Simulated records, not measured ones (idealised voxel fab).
The following is a process module called voxel self aligned vias.
The cross-section shown here is cut; it is 270 nm wide and divided into square cells measuring 5 nm on a side.
If you're reading a cross-section in this doc, picture square cells in a grid; it comes to you as bands, top ones listed first down to the bottom, and a band can be one or more rows of cells. In this notation a band is specified by the heights of its top and bottom, in that order and in nm, after which its materials appear from left to right, each paired with its width in nm. The word "everywhere" attached to a single material means that material fills the band from edge to edge; the word "blank" stands for empty space. Measure heights from 0. That's the level where, below it, the as-received wafer is all one material. The lowest band is bottomless and extends downward; write it as in "0 and below". Graded width ("30..40"): value in top row of band = first number; value in bottom row = second number; row-to-row change constant. "remains unaltered" -> step changed no cross-section cell. Empty spaces counting at least 8 cells and having no open way to the top are listed in "Closed void catalog". The notation width x height at distance is used for each, the distance being from the left edge and all three values in nm. after a step's settings: what the simulator itself notes on the step. "overlay nm", when on a step's line for a step with a mask, measures how far to the right of its planned place the mask lay; a negative measure means to the left.
[Intended process steps]
1) RECEIVE,material Si
2) CONFORMAL_DEP,material SiO2,thk nm 15
3) CONFORMAL_DEP,material SiCN,thk nm 5
4) DIRECTIONAL_DEP,material SiO2,thk nm 25
5) DIRECTIONAL_DEP,material aC,thk nm 15
6) PATTERN,tone open,mask id LINES,material resist,width nm 25,pitch nm 65,thk nm 35,overlay nm 0
7) DIRECTIONAL_ETCH,etch materials aC,depth nm 15
8) STRIP,etch materials resist
9) DIRECTIONAL_ETCH,etch materials SiO2,depth nm 25
10) STRIP,etch materials aC
11) CONFORMAL_DEP,material TiN,thk nm 5
12) FILL_DEP,material W,thk nm 10
13) CMP,height nm 45
14) SELECTIVE_ETCH,etch materials W Ru TiN,depth nm 10
15) FILL_DEP,material SiN,thk nm 10
16) CMP,height nm 45
17) DIRECTIONAL_DEP,material SiO2,thk nm 20
18) DIRECTIONAL_DEP,material aC,thk nm 15
19) PATTERN,tone open,mask id VIAS,material resist,width nm 35,pitch nm 65,thk nm 35,overlay nm 0
20) DIRECTIONAL_ETCH,etch materials aC,depth nm 15
21) STRIP,etch materials resist
22) DIRECTIONAL_ETCH,etch materials SiO2,depth nm 20
23) DIRECTIONAL_ETCH,etch materials SiN,depth nm 10
24) STRIP,etch materials aC
25) CONFORMAL_DEP,material TiN,thk nm 5
26) FILL_DEP,material W,thk nm 10
27) CMP,height nm 65
28) CONFORMAL_DEP,material SiN,thk nm 5
[Delivered wafer in cross-section: state after step 1]
> 0 and below  Si everywhere
> Closed void catalog: none
[End-of-module XS, first of two wafers, run as planned]
> 70 down to 65  SiN everywhere
> 65 down to 50  SiO2=85 / TiN=5 / W=25 / TiN=5 / SiO2=30 / TiN=5 / W=25 / TiN=5 / SiO2=85
> 50 down to 40  SiO2=85..90 / TiN=10..5 / W=15 / TiN=10..5 / SiO2=30..40 / TiN=10..5 / W=15 / TiN=10..5 / SiO2=85..90
> 40 down to 35  SiO2=90 / TiN=25 / SiO2=40 / TiN=25 / SiO2=90
> 35 down to 25  SiO2=90 / TiN=5 / W=15 / TiN=5 / SiO2=40 / TiN=5 / W=15 / TiN=5 / SiO2=90
> 25 down to 20  SiO2=90 / TiN=25 / SiO2=40 / TiN=25 / SiO2=90
> 20 down to 15  SiCN everywhere
> 15 down to 0  SiO2 everywhere
> 0 and below  Si everywhere
> Closed void catalog: none
[Here's the second of our two wafers sectioned at module end. Same start as the first, same plan, but one mistake got made running it]
> 70 down to 65  SiN everywhere
> 65 down to 50  SiO2=85 / TiN=5 / W=25 / TiN=5 / SiO2=30 / TiN=5 / W=25 / TiN=5 / SiO2=85
> 50 down to 45  SiO2=85 / TiN=35 / SiO2=30 / TiN=35 / SiO2=85
> 45 down to 40  SiCN everywhere
> 40 down to 0  SiO2 everywhere
> 0 and below  Si everywhere
> Closed void catalog: none
Finding, execution versus plan: so 3 and 4 got swapped relative to the plan, each ran where the other was supposed to
Counted in cells at the end, the second wafer holds more or fewer of these materials than the first: SiO2 +50; TiN -26; W -24
